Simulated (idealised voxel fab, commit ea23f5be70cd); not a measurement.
process module | voxel wiring stack
cross-section cut | 240 nm wide | cells 5 nm
A cross-section is a grid of square cells, given in bands from the top down. A band is one or more rows of cells.
Each band's line starts with the height of the band's top and of its bottom, in nm. Then come its materials from left to right, each with its width in nm. One material with "throughout" fills the band from edge to edge. "air" is empty space.
Height 0 is the level under which the wafer as received is all one material. The lowest band goes on downwards, as in "0 down".
A width such as "30 to 40" changes by the same amount from each row of cells to the next, from the band's top row to its bottom row.
"no change" after a step means that no cell of the cross-section changed.
closed voids: empty space of 8 cells or more with no open way to the top, each as width x height at its distance from the left edge, in nm
after a step's settings: what the simulator itself notes on the step
overlay nm, on a step with a mask: how far to the right of its planned place the mask lay; to the left if negative
Each pair below shows a cross-section before one step and the cross-section after it, down to the lowest band that changed. The line under each pair gives the step between them, with its settings. The pairs can come from different runs of this module on the same starting wafer, so a pair continues from the pair above only where its "before" says so.
before
  0 down: Si throughout
  closed voids: none
after
  15 to 0: SiO2 throughout
  below 0: unchanged
  closed voids: none
the step between: op CONFORMAL_DEP | material SiO2 | thk nm 15
before: the cross-section after the pair above
after
  20 to 15: SiN throughout
  below 15: unchanged
  closed voids: none
the step between: op CONFORMAL_DEP | material SiN | thk nm 5
before: the cross-section after the pair above
after
  40 to 20: SiO2 throughout
  below 20: unchanged
  closed voids: none
the step between: op DIRECTIONAL_DEP | material SiO2 | thk nm 20
before: the cross-section after the pair above
after
  40 to 20: SiO2 30 | air 30 | SiO2 20 | air 30 | SiO2 20 | air 30 | SiO2 20 | air 30 | SiO2 30
  below 20: unchanged
  closed voids: none
the step between: op MASKED_ETCH | tone open | mask id METAL_1 | width nm 30 | pitch nm 50 | etch materials SiO2 | depth nm 20 | overlay nm 0
before: the cross-section after the pair above
after
  40 to 20: SiO2 30 | air 30 | SiO2 20 | air 30 | SiO2 20 | air 30 | SiO2 20 | air 30 | SiO2 30
  20 to 15: SiN 30 | air 30 | SiN 20 | air 30 | SiN 20 | air 30 | SiN 20 | air 30 | SiN 30
  below 15: unchanged
  closed voids: none
the step between: op MASKED_ETCH | tone open | mask id METAL_1 | width nm 30 | pitch nm 50 | etch materials SiN | depth nm 5 | overlay nm 0
before: the cross-section after the pair above
after
  45 to 40: TiN 35 | air 20 | TiN 30 | air 20 | TiN 30 | air 20 | TiN 30 | air 20 | TiN 35
  40 to 20: SiO2 30 | TiN 5 | air 20 | TiN 5 | SiO2 20 | TiN 5 | air 20 | TiN 5 | SiO2 20 | TiN 5 | air 20 | TiN 5 | SiO2 20 | TiN 5 | air 20 | TiN 5 | SiO2 30
  20 to 15: SiN 30 | TiN 30 | SiN 20 | TiN 30 | SiN 20 | TiN 30 | SiN 20 | TiN 30 | SiN 30
  below 15: unchanged
  closed voids: none
the step between: op CONFORMAL_DEP | material TiN | thk nm 5
before: the cross-section after the pair above
after
  50 to 45: Cu throughout
  45 to 40: TiN 35 | Cu 20 | TiN 30 | Cu 20 | TiN 30 | Cu 20 | TiN 30 | Cu 20 | TiN 35
  40 to 20: SiO2 30 | TiN 5 | Cu 20 | TiN 5 | SiO2 20 | TiN 5 | Cu 20 | TiN 5 | SiO2 20 | TiN 5 | Cu 20 | TiN 5 | SiO2 20 | TiN 5 | Cu 20 | TiN 5 | SiO2 30
  below 20: unchanged
  closed voids: none
the step between: op FILL_DEP | material Cu | thk nm 5
before: the cross-section after the pair above
after
  40 to 20: SiO2 30 | TiN 5 | Cu 20 | TiN 5 | SiO2 20 | TiN 5 | Cu 20 | TiN 5 | SiO2 20 | TiN 5 | Cu 20 | TiN 5 | SiO2 20 | TiN 5 | Cu 20 | TiN 5 | SiO2 30
  below 20: unchanged
  closed voids: none
the step between: op CMP | height nm 40
before: the cross-section after the pair above
after
  45 to 40: SiCN throughout
  below 40: unchanged
  closed voids: none
the step between: op CONFORMAL_DEP | material SiCN | thk nm 5
before: the cross-section after the pair above
after
  60 to 45: SiO2 throughout
  below 45: unchanged
  closed voids: none
the step between: op DIRECTIONAL_DEP | material SiO2 | thk nm 15
before: the cross-section after the pair above
after
  75 to 60: resist 30 | air 15 | resist 35 | air 15 | resist 35 | air 15 | resist 35 | air 15 | resist 45
  below 60: unchanged
  closed voids: none
the step between: op PATTERN | tone open | mask id PLUG_1 | material resist | width nm 15 | pitch nm 50 | thk nm 15 | overlay nm 0
before: the cross-section after the pair above
after
  75 to 60: resist 30 | air 15 | resist 35 | air 15 | resist 35 | air 15 | resist 35 | air 15 | resist 45
  60 to 45: SiO2 30 | air 15 | SiO2 35 | air 15 | SiO2 35 | air 15 | SiO2 35 | air 15 | SiO2 45
  below 45: unchanged
  closed voids: none
the step between: op DIRECTIONAL_ETCH | etch materials SiO2 | depth nm 15
before: the cross-section after the pair above
after
  75 to 60: resist 30 | air 15 | resist 35 | air 15 | resist 35 | air 15 | resist 35 | air 15 | resist 45
  60 to 45: SiO2 30 | air 15 | SiO2 35 | air 15 | SiO2 35 | air 15 | SiO2 35 | air 15 | SiO2 45
  45 to 40: SiCN 30 | air 15 | SiCN 35 | air 15 | SiCN 35 | air 15 | SiCN 35 | air 15 | SiCN 45
  below 40: unchanged
  closed voids: none
the step between: op DIRECTIONAL_ETCH | etch materials SiCN | depth nm 5
before: the cross-section after the pair above
after
  60 to 45: SiO2 30 | air 15 | SiO2 35 | air 15 | SiO2 35 | air 15 | SiO2 35 | air 15 | SiO2 45
  below 45: unchanged
  closed voids: none
the step between: op STRIP | etch materials resist
before: the cross-section after the pair above
after
  65 to 60: TiN 35 | air 5 | TiN 45 | air 5 | TiN 45 | air 5 | TiN 45 | air 5 | TiN 50
  60 to 45: SiO2 30 | TiN 5 | air 5 | TiN 5 | SiO2 35 | TiN 5 | air 5 | TiN 5 | SiO2 35 | TiN 5 | air 5 | TiN 5 | SiO2 35 | TiN 5 | air 5 | TiN 5 | SiO2 45
  45 to 40: SiCN 30 | TiN 15 | SiCN 35 | TiN 15 | SiCN 35 | TiN 15 | SiCN 35 | TiN 15 | SiCN 45
  below 40: unchanged
  closed voids: none
the step between: op CONFORMAL_DEP | material TiN | thk nm 5
before: the cross-section after the pair above
after
  70 to 65: Ru throughout
  65 to 60: TiN 35 | Ru 5 | TiN 45 | Ru 5 | TiN 45 | Ru 5 | TiN 45 | Ru 5 | TiN 50
  60 to 45: SiO2 30 | TiN 5 | Ru 5 | TiN 5 | SiO2 35 | TiN 5 | Ru 5 | TiN 5 | SiO2 35 | TiN 5 | Ru 5 | TiN 5 | SiO2 35 | TiN 5 | Ru 5 | TiN 5 | SiO2 45
  below 45: unchanged
  closed voids: none
the step between: op FILL_DEP | material Ru | thk nm 5
before: the cross-section after the pair above
after
  60 to 45: SiO2 30 | TiN 5 | Ru 5 | TiN 5 | SiO2 35 | TiN 5 | Ru 5 | TiN 5 | SiO2 35 | TiN 5 | Ru 5 | TiN 5 | SiO2 35 | TiN 5 | Ru 5 | TiN 5 | SiO2 45
  below 45: unchanged
  closed voids: none
the step between: op CMP | height nm 60
before: the cross-section after the pair above
after
  65 to 60: TiN throughout
  below 60: unchanged
  closed voids: none
the step between: op DIRECTIONAL_DEP | material TiN | thk nm 5
before: the cross-section after the pair above
after
  85 to 65: Ru throughout
  below 65: unchanged
  closed voids: none
the step between: op DIRECTIONAL_DEP | material Ru | thk nm 20
before: the cross-section after the pair above
after
  95 to 85: aC throughout
  below 85: unchanged
  closed voids: none
the step between: op DIRECTIONAL_DEP | material aC | thk nm 10
before: the cross-section after the pair above
after
  120 to 95: air 30 | resist 30 | air 20 | resist 30 | air 20 | resist 30 | air 20 | resist 30 | air 30
  below 95: unchanged
  closed voids: none
the step between: op PATTERN | tone cover | mask id METAL_2 | material resist | width nm 30 | pitch nm 50 | thk nm 25 | overlay nm 0
before: the cross-section after the pair above
after
  110 to 95: air 30 | resist 30 | air 20 | resist 30 | air 20 | resist 30 | air 20 | resist 30 | air 30
  95 to 85: air 30 | aC 30 | air 20 | aC 30 | air 20 | aC 30 | air 20 | aC 30 | air 30
  below 85: unchanged
  closed voids: none
the step between: op DIRECTIONAL_ETCH | etch materials aC | depth nm 10
before: the cross-section after the pair above
after
  95 to 85: air 30 | aC 30 | air 20 | aC 30 | air 20 | aC 30 | air 20 | aC 30 | air 30
  below 85: unchanged
  closed voids: none
the step between: op STRIP | etch materials resist
before: the cross-section after the pair above
after
  95 to 85: air 30 | aC 30 | air 20 | aC 30 | air 20 | aC 30 | air 20 | aC 30 | air 30
  85 to 65: air 30 | Ru 30 | air 20 | Ru 30 | air 20 | Ru 30 | air 20 | Ru 30 | air 30
  below 65: unchanged
  closed voids: none
the step between: op DIRECTIONAL_ETCH | etch materials Ru | depth nm 20
before: the cross-section after the pair above
after
  95 to 85: air 30 | aC 30 | air 20 | aC 30 | air 20 | aC 30 | air 20 | aC 30 | air 30
  85 to 65: air 30 | Ru 30 | air 20 | Ru 30 | air 20 | Ru 30 | air 20 | Ru 30 | air 30
  65 to 60: air 30 | TiN 30 | air 20 | TiN 30 | air 20 | TiN 30 | air 20 | TiN 30 | air 30
  below 60: unchanged
  closed voids: none
the step between: op DIRECTIONAL_ETCH | etch materials TiN | depth nm 5
before: the cross-section after the pair above
after
  85 to 65: air 30 | Ru 30 | air 20 | Ru 30 | air 20 | Ru 30 | air 20 | Ru 30 | air 30
  below 65: unchanged
  closed voids: none
the step between: op STRIP | etch materials aC
before: the cross-section after the pair above
after
  90 to 85: air 25 | SiCN 40 | air 10 | SiCN 40 | air 10 | SiCN 40 | air 10 | SiCN 40 | air 25
  85 to 65: air 25 | SiCN 5 | Ru 30 | SiCN 5 | air 10 | SiCN 5 | Ru 30 | SiCN 5 | air 10 | SiCN 5 | Ru 30 | SiCN 5 | air 10 | SiCN 5 | Ru 30 | SiCN 5 | air 25
  65 to 60: SiCN 30 | TiN 30 | SiCN 20 | TiN 30 | SiCN 20 | TiN 30 | SiCN 20 | TiN 30 | SiCN 30
  below 60: unchanged
  closed voids: none
the step between: op CONFORMAL_DEP | material SiCN | thk nm 5
before: the cross-section after the pair above
after
  95 to 90: lowk throughout
  90 to 85: lowk 25 | SiCN 40 | lowk 10 | SiCN 40 | lowk 10 | SiCN 40 | lowk 10 | SiCN 40 | lowk 25
  85 to 65: lowk 25 | SiCN 5 | Ru 30 | SiCN 5 | lowk 10 | SiCN 5 | Ru 30 | SiCN 5 | lowk 10 | SiCN 5 | Ru 30 | SiCN 5 | lowk 10 | SiCN 5 | Ru 30 | SiCN 5 | lowk 25
  below 65: unchanged
  closed voids: none
the step between: op FILL_DEP | material lowk | thk nm 5
before: the cross-section after the pair above
after
  85 to 65: lowk 25 | SiCN 5 | Ru 30 | SiCN 5 | lowk 10 | SiCN 5 | Ru 30 | SiCN 5 | lowk 10 | SiCN 5 | Ru 30 | SiCN 5 | lowk 10 | SiCN 5 | Ru 30 | SiCN 5 | lowk 25
  below 65: unchanged
  closed voids: none
the step between: op CMP | height nm 85
before: the cross-section after the pair above
after
  90 to 85: SiCN throughout
  below 85: unchanged
  closed voids: none
the step between: op CONFORMAL_DEP | material SiCN | thk nm 5
before: the cross-section after the pair above
after
  120 to 90: SiO2 throughout
  below 90: unchanged
  closed voids: none
the step between: op DIRECTIONAL_DEP | material SiO2 | thk nm 30
before: the cross-section after the pair above
after
  135 to 120: resist 30 | air 15 | resist 85 | air 15 | resist 95
  below 120: unchanged
  closed voids: none
the step between: op PATTERN | tone open | mask id METAL_3_HOLES | material resist | width nm 15 | pitch nm 100 | thk nm 15 | overlay nm 0
before: the cross-section after the pair above
after
  135 to 120: resist 30 | air 15 | resist 85 | air 15 | resist 95
  120 to 90: SiO2 30 | air 15 | SiO2 85 | air 15 | SiO2 95
  below 90: unchanged
  closed voids: none
the step between: op DIRECTIONAL_ETCH | etch materials SiO2 | depth nm 30
before: the cross-section after the pair above
after
  120 to 90: SiO2 30 | air 15 | SiO2 85 | air 15 | SiO2 95
  below 90: unchanged
  closed voids: none
the step between: op STRIP | etch materials resist
before: the cross-section after the pair above
after
  140 to 120: resist 30 | air 30 | resist 20 | air 30 | resist 20 | air 30 | resist 20 | air 30 | resist 30
  below 120: unchanged
  closed voids: none
the step between: op PATTERN | tone open | mask id METAL_3 | material resist | width nm 30 | pitch nm 50 | thk nm 20 | overlay nm 0
before: the cross-section after the pair above
after
  140 to 120: resist 30 | air 30 | resist 20 | air 30 | resist 20 | air 30 | resist 20 | air 30 | resist 30
  120 to 100: SiO2 30 | air 30 | SiO2 20 | air 30 | SiO2 20 | air 30 | SiO2 20 | air 30 | SiO2 30
  below 100: unchanged
  closed voids: none
the step between: op DIRECTIONAL_ETCH | etch materials SiO2 | depth nm 20
before: the cross-section after the pair above
after
  140 to 120: resist 30 | air 30 | resist 20 | air 30 | resist 20 | air 30 | resist 20 | air 30 | resist 30
  120 to 100: SiO2 30 | air 30 | SiO2 20 | air 30 | SiO2 20 | air 30 | SiO2 20 | air 30 | SiO2 30
  100 to 90: SiO2 30 | air 15 | SiO2 85 | air 15 | SiO2 95
  90 to 85: SiCN 30 | air 15 | SiCN 85 | air 15 | SiCN 95
  below 85: unchanged
  closed voids: none
the step between: op DIRECTIONAL_ETCH | etch materials SiCN | depth nm 5
before: the cross-section after the pair above
after
  120 to 100: SiO2 30 | air 30 | SiO2 20 | air 30 | SiO2 20 | air 30 | SiO2 20 | air 30 | SiO2 30
  below 100: unchanged
  closed voids: none
the step between: op STRIP | etch materials resist
before: the cross-section after the pair above
after
  125 to 120: TiN 35 | air 20 | TiN 30 | air 20 | TiN 30 | air 20 | TiN 30 | air 20 | TiN 35
  120 to 105: SiO2 30 | TiN 5 | air 20 | TiN 5 | SiO2 20 | TiN 5 | air 20 | TiN 5 | SiO2 20 | TiN 5 | air 20 | TiN 5 | SiO2 20 | TiN 5 | air 20 | TiN 5 | SiO2 30
  105 to 100: SiO2 30 | TiN 5 | air 5 | TiN 20 | SiO2 20 | TiN 30 | SiO2 20 | TiN 5 | air 5 | TiN 20 | SiO2 20 | TiN 30 | SiO2 30
  100 to 90: SiO2 30 | TiN 5 | air 5 | TiN 5 | SiO2 85 | TiN 5 | air 5 | TiN 5 | SiO2 95
  90 to 85: SiCN 30 | TiN 15 | SiCN 85 | TiN 15 | SiCN 95
  below 85: unchanged
  closed voids: none
the step between: op CONFORMAL_DEP | material TiN | thk nm 5
before: the cross-section after the pair above
after
  135 to 125: Cu throughout
  125 to 120: TiN 35 | Cu 20 | TiN 30 | Cu 20 | TiN 30 | Cu 20 | TiN 30 | Cu 20 | TiN 35
  120 to 105: SiO2 30 | TiN 5 | Cu 20 | TiN 5 | SiO2 20 | TiN 5 | Cu 20 | TiN 5 | SiO2 20 | TiN 5 | Cu 20 | TiN 5 | SiO2 20 | TiN 5 | Cu 20 | TiN 5 | SiO2 30
  105 to 100: SiO2 30 | TiN 5 | Cu 5 | TiN 20 | SiO2 20 | TiN 30 | SiO2 20 | TiN 5 | Cu 5 | TiN 20 | SiO2 20 | TiN 30 | SiO2 30
  100 to 90: SiO2 30 | TiN 5 | Cu 5 | TiN 5 | SiO2 85 | TiN 5 | Cu 5 | TiN 5 | SiO2 95
  below 90: unchanged
  closed voids: none
the step between: op FILL_DEP | material Cu | thk nm 10
before: the cross-section after the pair above
after
  120 to 105: SiO2 30 | TiN 5 | Cu 20 | TiN 5 | SiO2 20 | TiN 5 | Cu 20 | TiN 5 | SiO2 20 | TiN 5 | Cu 20 | TiN 5 | SiO2 20 | TiN 5 | Cu 20 | TiN 5 | SiO2 30
  below 105: unchanged
  closed voids: none
the step between: op CMP | height nm 120
before: the cross-section after the pair above
after
  125 to 120: SiCN throughout
  below 120: unchanged
  closed voids: none
the step between: op CONFORMAL_DEP | material SiCN | thk nm 5
before
  135 to 125: Cu throughout
  125 to 120: TiN 35 | Cu 20 | TiN 30 | Cu 20 | TiN 30 | Cu 20 | TiN 30 | Cu 20 | TiN 35
  120 to 105: SiO2 30 | TiN 5 | Cu 20 | TiN 5 | SiO2 20 | TiN 5 | Cu 20 | TiN 5 | SiO2 20 | TiN 5 | Cu 20 | TiN 5 | SiO2 20 | TiN 5 | Cu 20 | TiN 5 | SiO2 30
  105 to 100: SiO2 30 | TiN 5 | Cu 5 | TiN 20 | SiO2 20 | TiN 30 | SiO2 20 | TiN 5 | Cu 5 | TiN 20 | SiO2 20 | TiN 30 | SiO2 30
  100 to 90: SiO2 30 | TiN 5 | Cu 5 | TiN 5 | SiO2 85 | TiN 5 | Cu 5 | TiN 5 | SiO2 95
  90 to 85: SiCN 30 | TiN 15 | SiCN 85 | TiN 15 | SiCN 95
  85 to 65: lowk 25 | SiCN 5 | Ru 30 | SiCN 5 | lowk 10 | SiCN 5 | Ru 30 | SiCN 5 | lowk 10 | SiCN 5 | Ru 30 | SiCN 5 | lowk 10 | SiCN 5 | Ru 30 | SiCN 5 | lowk 25
  65 to 60: SiCN 30 | TiN 30 | SiCN 20 | TiN 30 | SiCN 20 | TiN 30 | SiCN 20 | TiN 30 | SiCN 30
  60 to 45: SiO2 30 | TiN 5 | Ru 5 | TiN 5 | SiO2 35 | TiN 5 | Ru 5 | TiN 5 | SiO2 35 | TiN 5 | Ru 5 | TiN 5 | SiO2 35 | TiN 5 | Ru 5 | TiN 5 | SiO2 45
  45 to 40: SiCN 30 | TiN 15 | SiCN 35 | TiN 15 | SiCN 35 | TiN 15 | SiCN 35 | TiN 15 | SiCN 45
  40 to 20: SiO2 30 | TiN 5 | Cu 20 | TiN 5 | SiO2 20 | TiN 5 | Cu 20 | TiN 5 | SiO2 20 | TiN 5 | Cu 20 | TiN 5 | SiO2 20 | TiN 5 | Cu 20 | TiN 5 | SiO2 30
  20 to 15: SiN 30 | TiN 30 | SiN 20 | TiN 30 | SiN 20 | TiN 30 | SiN 20 | TiN 30 | SiN 30
  15 to 0: SiO2 throughout
  0 down: Si throughout
  closed voids: none
after
  140 to 135: SiCN throughout
  below 135: unchanged
  closed voids: none
the step between: op CONFORMAL_DEP | material SiCN | thk nm 5
before
  15 to 0: SiO2 throughout
  0 down: Si throughout
  closed voids: none
after
  30 to 0: SiO2 throughout
  below 0: unchanged
  closed voids: none
the step between: op CONFORMAL_DEP | material SiO2 | thk nm 15
before: the cross-section after the pair above
after
  35 to 30: SiN throughout
  below 30: unchanged
  closed voids: none
the step between: op CONFORMAL_DEP | material SiN | thk nm 5
before: the cross-section after the pair above
after
  55 to 35: SiO2 throughout
  below 35: unchanged
  closed voids: none
the step between: op DIRECTIONAL_DEP | material SiO2 | thk nm 20
before: the cross-section after the pair above
after
  55 to 35: SiO2 30 | air 30 | SiO2 20 | air 30 | SiO2 20 | air 30 | SiO2 20 | air 30 | SiO2 30
  below 35: unchanged
  closed voids: none
the step between: op MASKED_ETCH | tone open | mask id METAL_1 | width nm 30 | pitch nm 50 | etch materials SiO2 | depth nm 20 | overlay nm 0
before: the cross-section after the pair above
after
  55 to 35: SiO2 30 | air 30 | SiO2 20 | air 30 | SiO2 20 | air 30 | SiO2 20 | air 30 | SiO2 30
  35 to 30: SiN 30 | air 30 | SiN 20 | air 30 | SiN 20 | air 30 | SiN 20 | air 30 | SiN 30
  below 30: unchanged
  closed voids: none
the step between: op MASKED_ETCH | tone open | mask id METAL_1 | width nm 30 | pitch nm 50 | etch materials SiN | depth nm 5 | overlay nm 0
before: the cross-section after the pair above
after
  60 to 55: TiN 35 | air 20 | TiN 30 | air 20 | TiN 30 | air 20 | TiN 30 | air 20 | TiN 35
  55 to 35: SiO2 30 | TiN 5 | air 20 | TiN 5 | SiO2 20 | TiN 5 | air 20 | TiN 5 | SiO2 20 | TiN 5 | air 20 | TiN 5 | SiO2 20 | TiN 5 | air 20 | TiN 5 | SiO2 30
  35 to 30: SiN 30 | TiN 30 | SiN 20 | TiN 30 | SiN 20 | TiN 30 | SiN 20 | TiN 30 | SiN 30
  below 30: unchanged
  closed voids: none
the step between: op CONFORMAL_DEP | material TiN | thk nm 5
before: the cross-section after the pair above
after
  65 to 60: Cu throughout
  60 to 55: TiN 35 | Cu 20 | TiN 30 | Cu 20 | TiN 30 | Cu 20 | TiN 30 | Cu 20 | TiN 35
  55 to 35: SiO2 30 | TiN 5 | Cu 20 | TiN 5 | SiO2 20 | TiN 5 | Cu 20 | TiN 5 | SiO2 20 | TiN 5 | Cu 20 | TiN 5 | SiO2 20 | TiN 5 | Cu 20 | TiN 5 | SiO2 30
  below 35: unchanged
  closed voids: none
the step between: op FILL_DEP | material Cu | thk nm 5
before: the cross-section after the pair above
after
  40 to 35: SiO2 30 | TiN 5 | Cu 20 | TiN 5 | SiO2 20 | TiN 5 | Cu 20 | TiN 5 | SiO2 20 | TiN 5 | Cu 20 | TiN 5 | SiO2 20 | TiN 5 | Cu 20 | TiN 5 | SiO2 30
  below 35: unchanged
  closed voids: none
the step between: op CMP | height nm 40
before: the cross-section after the pair above
after
  45 to 40: SiCN throughout
  below 40: unchanged
  closed voids: none
the step between: op CONFORMAL_DEP | material SiCN | thk nm 5
before: the cross-section after the pair above
after
  60 to 45: SiO2 throughout
  below 45: unchanged
  closed voids: none
the step between: op DIRECTIONAL_DEP | material SiO2 | thk nm 15
before: the cross-section after the pair above
after
  75 to 60: resist 30 | air 15 | resist 35 | air 15 | resist 35 | air 15 | resist 35 | air 15 | resist 45
  below 60: unchanged
  closed voids: none
the step between: op PATTERN | tone open | mask id PLUG_1 | material resist | width nm 15 | pitch nm 50 | thk nm 15 | overlay nm 0
before: the cross-section after the pair above
after
  75 to 60: resist 30 | air 15 | resist 35 | air 15 | resist 35 | air 15 | resist 35 | air 15 | resist 45
  60 to 45: SiO2 30 | air 15 | SiO2 35 | air 15 | SiO2 35 | air 15 | SiO2 35 | air 15 | SiO2 45
  below 45: unchanged
  closed voids: none
the step between: op DIRECTIONAL_ETCH | etch materials SiO2 | depth nm 15
before: the cross-section after the pair above
after
  75 to 60: resist 30 | air 15 | resist 35 | air 15 | resist 35 | air 15 | resist 35 | air 15 | resist 45
  60 to 45: SiO2 30 | air 15 | SiO2 35 | air 15 | SiO2 35 | air 15 | SiO2 35 | air 15 | SiO2 45
  45 to 40: SiCN 30 | air 15 | SiCN 35 | air 15 | SiCN 35 | air 15 | SiCN 35 | air 15 | SiCN 45
  below 40: unchanged
  closed voids: none
the step between: op DIRECTIONAL_ETCH | etch materials SiCN | depth nm 5
before: the cross-section after the pair above
after
  60 to 45: SiO2 30 | air 15 | SiO2 35 | air 15 | SiO2 35 | air 15 | SiO2 35 | air 15 | SiO2 45
  below 45: unchanged
  closed voids: none
the step between: op STRIP | etch materials resist
before: the cross-section after the pair above
after
  65 to 60: TiN 35 | air 5 | TiN 45 | air 5 | TiN 45 | air 5 | TiN 45 | air 5 | TiN 50
  60 to 45: SiO2 30 | TiN 5 | air 5 | TiN 5 | SiO2 35 | TiN 5 | air 5 | TiN 5 | SiO2 35 | TiN 5 | air 5 | TiN 5 | SiO2 35 | TiN 5 | air 5 | TiN 5 | SiO2 45
  45 to 40: SiCN 30 | TiN 15 | SiCN 35 | TiN 15 | SiCN 35 | TiN 15 | SiCN 35 | TiN 15 | SiCN 45
  below 40: unchanged
  closed voids: none
the step between: op CONFORMAL_DEP | material TiN | thk nm 5
before: the cross-section after the pair above
after
  70 to 65: Ru throughout
  65 to 60: TiN 35 | Ru 5 | TiN 45 | Ru 5 | TiN 45 | Ru 5 | TiN 45 | Ru 5 | TiN 50
  60 to 45: SiO2 30 | TiN 5 | Ru 5 | TiN 5 | SiO2 35 | TiN 5 | Ru 5 | TiN 5 | SiO2 35 | TiN 5 | Ru 5 | TiN 5 | SiO2 35 | TiN 5 | Ru 5 | TiN 5 | SiO2 45
  below 45: unchanged
  closed voids: none
the step between: op FILL_DEP | material Ru | thk nm 5
before: the cross-section after the pair above
after
  60 to 45: SiO2 30 | TiN 5 | Ru 5 | TiN 5 | SiO2 35 | TiN 5 | Ru 5 | TiN 5 | SiO2 35 | TiN 5 | Ru 5 | TiN 5 | SiO2 35 | TiN 5 | Ru 5 | TiN 5 | SiO2 45
  below 45: unchanged
  closed voids: none
the step between: op CMP | height nm 60
before: the cross-section after the pair above
after
  65 to 60: TiN throughout
  below 60: unchanged
  closed voids: none
the step between: op DIRECTIONAL_DEP | material TiN | thk nm 5
before: the cross-section after the pair above
after
  85 to 65: Ru throughout
  below 65: unchanged
  closed voids: none
the step between: op DIRECTIONAL_DEP | material Ru | thk nm 20
before: the cross-section after the pair above
after
  95 to 85: aC throughout
  below 85: unchanged
  closed voids: none
the step between: op DIRECTIONAL_DEP | material aC | thk nm 10
before: the cross-section after the pair above
after
  120 to 95: air 30 | resist 30 | air 20 | resist 30 | air 20 | resist 30 | air 20 | resist 30 | air 30
  below 95: unchanged
  closed voids: none
the step between: op PATTERN | tone cover | mask id METAL_2 | material resist | width nm 30 | pitch nm 50 | thk nm 25 | overlay nm 0
before: the cross-section after the pair above
after
  110 to 95: air 30 | resist 30 | air 20 | resist 30 | air 20 | resist 30 | air 20 | resist 30 | air 30
  95 to 85: air 30 | aC 30 | air 20 | aC 30 | air 20 | aC 30 | air 20 | aC 30 | air 30
  below 85: unchanged
  closed voids: none
the step between: op DIRECTIONAL_ETCH | etch materials aC | depth nm 10
before: the cross-section after the pair above
after
  95 to 85: air 30 | aC 30 | air 20 | aC 30 | air 20 | aC 30 | air 20 | aC 30 | air 30
  below 85: unchanged
  closed voids: none
the step between: op STRIP | etch materials resist
before: the cross-section after the pair above
after
  95 to 85: air 30 | aC 30 | air 20 | aC 30 | air 20 | aC 30 | air 20 | aC 30 | air 30
  85 to 65: air 30 | Ru 30 | air 20 | Ru 30 | air 20 | Ru 30 | air 20 | Ru 30 | air 30
  below 65: unchanged
  closed voids: none
the step between: op DIRECTIONAL_ETCH | etch materials Ru | depth nm 20
before: the cross-section after the pair above
after
  95 to 85: air 30 | aC 30 | air 20 | aC 30 | air 20 | aC 30 | air 20 | aC 30 | air 30
  85 to 65: air 30 | Ru 30 | air 20 | Ru 30 | air 20 | Ru 30 | air 20 | Ru 30 | air 30
  65 to 60: air 30 | TiN 30 | air 20 | TiN 30 | air 20 | TiN 30 | air 20 | TiN 30 | air 30
  below 60: unchanged
  closed voids: none
the step between: op DIRECTIONAL_ETCH | etch materials TiN | depth nm 5
before: the cross-section after the pair above
after
  85 to 65: air 30 | Ru 30 | air 20 | Ru 30 | air 20 | Ru 30 | air 20 | Ru 30 | air 30
  below 65: unchanged
  closed voids: none
the step between: op STRIP | etch materials aC
before: the cross-section after the pair above
after
  90 to 85: air 25 | SiCN 40 | air 10 | SiCN 40 | air 10 | SiCN 40 | air 10 | SiCN 40 | air 25
  85 to 65: air 25 | SiCN 5 | Ru 30 | SiCN 5 | air 10 | SiCN 5 | Ru 30 | SiCN 5 | air 10 | SiCN 5 | Ru 30 | SiCN 5 | air 10 | SiCN 5 | Ru 30 | SiCN 5 | air 25
  65 to 60: SiCN 30 | TiN 30 | SiCN 20 | TiN 30 | SiCN 20 | TiN 30 | SiCN 20 | TiN 30 | SiCN 30
  below 60: unchanged
  closed voids: none
the step between: op CONFORMAL_DEP | material SiCN | thk nm 5
before: the cross-section after the pair above
after
  95 to 90: lowk throughout
  90 to 85: lowk 25 | SiCN 40 | lowk 10 | SiCN 40 | lowk 10 | SiCN 40 | lowk 10 | SiCN 40 | lowk 25
  85 to 65: lowk 25 | SiCN 5 | Ru 30 | SiCN 5 | lowk 10 | SiCN 5 | Ru 30 | SiCN 5 | lowk 10 | SiCN 5 | Ru 30 | SiCN 5 | lowk 10 | SiCN 5 | Ru 30 | SiCN 5 | lowk 25
  below 65: unchanged
  closed voids: none
the step between: op FILL_DEP | material lowk | thk nm 5
before: the cross-section after the pair above
after
  85 to 65: lowk 25 | SiCN 5 | Ru 30 | SiCN 5 | lowk 10 | SiCN 5 | Ru 30 | SiCN 5 | lowk 10 | SiCN 5 | Ru 30 | SiCN 5 | lowk 10 | SiCN 5 | Ru 30 | SiCN 5 | lowk 25
  below 65: unchanged
  closed voids: none
the step between: op CMP | height nm 85
before: the cross-section after the pair above
after
  90 to 85: SiCN throughout
  below 85: unchanged
  closed voids: none
the step between: op CONFORMAL_DEP | material SiCN | thk nm 5
before: the cross-section after the pair above
after
  120 to 90: SiO2 throughout
  below 90: unchanged
  closed voids: none
the step between: op DIRECTIONAL_DEP | material SiO2 | thk nm 30
before: the cross-section after the pair above
after
  135 to 120: resist 30 | air 15 | resist 85 | air 15 | resist 95
  below 120: unchanged
  closed voids: none
the step between: op PATTERN | tone open | mask id METAL_3_HOLES | material resist | width nm 15 | pitch nm 100 | thk nm 15 | overlay nm 0
before: the cross-section after the pair above
after
  135 to 120: resist 30 | air 15 | resist 85 | air 15 | resist 95
  120 to 90: SiO2 30 | air 15 | SiO2 85 | air 15 | SiO2 95
  below 90: unchanged
  closed voids: none
the step between: op DIRECTIONAL_ETCH | etch materials SiO2 | depth nm 30
before: the cross-section after the pair above
after
  120 to 90: SiO2 30 | air 15 | SiO2 85 | air 15 | SiO2 95
  below 90: unchanged
  closed voids: none
the step between: op STRIP | etch materials resist
before: the cross-section after the pair above
after
  140 to 120: resist 30 | air 30 | resist 20 | air 30 | resist 20 | air 30 | resist 20 | air 30 | resist 30
  below 120: unchanged
  closed voids: none
the step between: op PATTERN | tone open | mask id METAL_3 | material resist | width nm 30 | pitch nm 50 | thk nm 20 | overlay nm 0
before: the cross-section after the pair above
after
  140 to 120: resist 30 | air 30 | resist 20 | air 30 | resist 20 | air 30 | resist 20 | air 30 | resist 30
  120 to 100: SiO2 30 | air 30 | SiO2 20 | air 30 | SiO2 20 | air 30 | SiO2 20 | air 30 | SiO2 30
  below 100: unchanged
  closed voids: none
the step between: op DIRECTIONAL_ETCH | etch materials SiO2 | depth nm 20
before: the cross-section after the pair above
after
  140 to 120: resist 30 | air 30 | resist 20 | air 30 | resist 20 | air 30 | resist 20 | air 30 | resist 30
  120 to 100: SiO2 30 | air 30 | SiO2 20 | air 30 | SiO2 20 | air 30 | SiO2 20 | air 30 | SiO2 30
  100 to 90: SiO2 30 | air 15 | SiO2 85 | air 15 | SiO2 95
  90 to 85: SiCN 30 | air 15 | SiCN 85 | air 15 | SiCN 95
  below 85: unchanged
  closed voids: none
the step between: op DIRECTIONAL_ETCH | etch materials SiCN | depth nm 5
